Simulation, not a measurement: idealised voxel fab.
The following process module bears the name voxel self aligned contacts.
The figure presents cross-section cut, which has a width of 300 nm and is divided into square cells with an edge length of 5 nm.
A cross-section in this document is a grid of square cells, and it is written down as bands, the top band listed before the ones below it; a band is made up of one or more rows of cells. Heights first: top, then bottom, in nm. Then materials, left to right, each with a width in nm. "full width" on a single material: fills the band edge to edge. "blank": empty space. Below 0: as-received wafer, all one material; heights counted from there. Lowest band: no bottom, goes on down, written "0 -> down". Width "30->40": first value at the band's top row of cells, second value at its bottom row, equal change from row to row. Where a step carries "no change occurred", the cross-section came out of it unchanged, cell for cell. "Cavities, closed" - sealed voids, min. 8 cells, no opening to top; format: width x height at distance (distance from left edge; nm throughout). Past the settings on a step's line: simulator remark, on that step. Among the settings permitted on a step's line is "overlay nm"; applied to a step with a mask, it specifies the extent to which the mask lay to the right of its planned position, whereas a negative figure signifies a position to the left.
# Intended process steps
1) RECEIVE: material Si
2) CONFORMAL_DEP: material SiO2, thk nm 5
3) DIRECTIONAL_DEP: material polySi, thk nm 20
4) DIRECTIONAL_DEP: material SiN, thk nm 15
5) PATTERN: tone cover, mask id GATE, material resist, width nm 25, pitch nm 60, thk nm 15, overlay nm 0
6) DIRECTIONAL_ETCH: etch materials SiN, depth nm 15
7) DIRECTIONAL_ETCH: etch materials polySi, depth nm 20
8) STRIP: etch materials resist
9) CONFORMAL_DEP: material SiN, thk nm 5
10) DIRECTIONAL_ETCH: etch materials SiN, depth nm 5
11) FILL_DEP: material SiO2, thk nm 15
12) CMP: height nm 50
13) PATTERN: tone open, mask id CONTACT, material resist, width nm 45, pitch nm 60, thk nm 15, overlay nm 0
14) DIRECTIONAL_ETCH: etch materials SiO2, depth nm 50
15) STRIP: etch materials resist
16) CONFORMAL_DEP: material TiN, thk nm 5
17) FILL_DEP: material W, thk nm 10
18) CMP: height nm 50
19) CONFORMAL_DEP: material SiCN, thk nm 5
# Cross-sectional view of the wafer in its as-received condition, corresponding to the state after step 1
	0 -> down | Si full width
	Cavities, closed: none
# Cross-section at module end, one run error; start and plan unchanged from above
	55 -> 50 | SiCN full width
	50 -> 40 | SiO2 95 | TiN 5 | W 35->15 | TiN 5->25 | SiO2 15 | TiN 5 | W 35->15 | TiN 5->25 | SiO2 100
	40 -> 25 | SiO2 60 | SiN 35 | TiN 5 | W 15 | TiN 5 | SiN 35 | TiN 5 | W 15 | TiN 5 | SiN 35 | SiO2 85
	25 -> 5 | SiO2 60 | SiN 5 | polySi 25 | SiN 5 | TiN 5 | W 15 | TiN 5 | SiN 5 | polySi 25 | SiN 5 | TiN 5 | W 15 | TiN 5 | SiN 5 | polySi 25 | SiN 5 | SiO2 85
	5 -> 0 | SiO2 95 | TiN 25 | SiO2 35 | TiN 25 | SiO2 120
	0 -> down | Si full width
	Cavities, closed: none
The plan and the run diverged here: step 5 went in with a setting other than planned; the actual run was PATTERN: tone cover, mask id GATE, material resist, width nm 25, pitch nm 60, thk nm 15, overlay nm -10
